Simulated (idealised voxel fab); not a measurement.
process module | voxel self aligned contacts
cross-section cut | 195 nm wide | cells 5 nm
A cross-section is a grid of square cells, given in bands from the top down. A band is one or more rows of cells.
Each band's line starts with the height of the band's top and of its bottom, in nm. Then come its materials from left to right, each with its width in nm. One material with "throughout" fills the band from edge to edge. "air" is empty space.
Height 0 is the level under which the wafer as received is all one material. The lowest band goes on downwards, as in "0 down".
A width such as "30 to 40" changes by the same amount from each row of cells to the next, from the band's top row to its bottom row.
"no change" after a step means that no cell of the cross-section changed.
closed voids: empty space of 8 cells or more with no open way to the top, each as width x height at its distance from the left edge, in nm
after a step's settings: what the simulator itself notes on the step
overlay nm, on a step with a mask: how far to the right of its planned place the mask lay; to the left if negative
plan
1 op RECEIVE | material Si
2 op CONFORMAL_DEP | material SiO2 | thk nm 5
3 op DIRECTIONAL_DEP | material polySi | thk nm 25
4 op DIRECTIONAL_DEP | material SiN | thk nm 25
5 op DIRECTIONAL_DEP | material aC | thk nm 15
6 op PATTERN | tone cover | mask id GATE | material resist | width nm 25 | pitch nm 65 | thk nm 35 | overlay nm -15
7 op DIRECTIONAL_ETCH | etch materials aC | depth nm 15
8 op STRIP | etch materials resist
9 op DIRECTIONAL_ETCH | etch materials SiN | depth nm 25
10 op DIRECTIONAL_ETCH | etch materials polySi | depth nm 25
11 op STRIP | etch materials aC
12 op CONFORMAL_DEP | material SiN | thk nm 10
13 op DIRECTIONAL_ETCH | etch materials SiN | depth nm 10
14 op FILL_DEP | material SiO2 | thk nm 15
15 op CMP | height nm 60
16 op MASKED_ETCH | tone open | mask id CONTACT | width nm 50 | etch materials SiO2 | depth nm 60 | overlay nm 0
17 op CONFORMAL_DEP | material TiN | thk nm 5
18 op FILL_DEP | material Ru | thk nm 5
19 op CMP | height nm 60
20 op CONFORMAL_DEP | material SiN | thk nm 5
varied across the wafers: overlay nm of step 6. The plan shows the first wafer's value. All wafers start alike
first wafer as received, after step 1
  0 down: Si throughout
  closed voids: none
each wafer at the end: cells of each material gained (+) or lost (-) since it was received, then its closed voids
overlay nm -15 | +22 Ru | +169 SiN | +234 SiO2 | +32 TiN | +50 polySi | closed voids: none
overlay nm -10 | +22 Ru | +169 SiN | +234 SiO2 | +32 TiN | +50 polySi | closed voids: none
overlay nm -5 | +22 Ru | +169 SiN | +234 SiO2 | +32 TiN | +50 polySi | closed voids: none
overlay nm 0 | +22 Ru | +169 SiN | +234 SiO2 | +32 TiN | +50 polySi | closed voids: none
overlay nm 5 | +22 Ru | +169 SiN | +234 SiO2 | +32 TiN | +50 polySi | closed voids: none
overlay nm 10 | +22 Ru | +169 SiN | +234 SiO2 | +32 TiN | +50 polySi | closed voids: none
overlay nm 15 | +22 Ru | +169 SiN | +234 SiO2 | +32 TiN | +50 polySi | closed voids: none
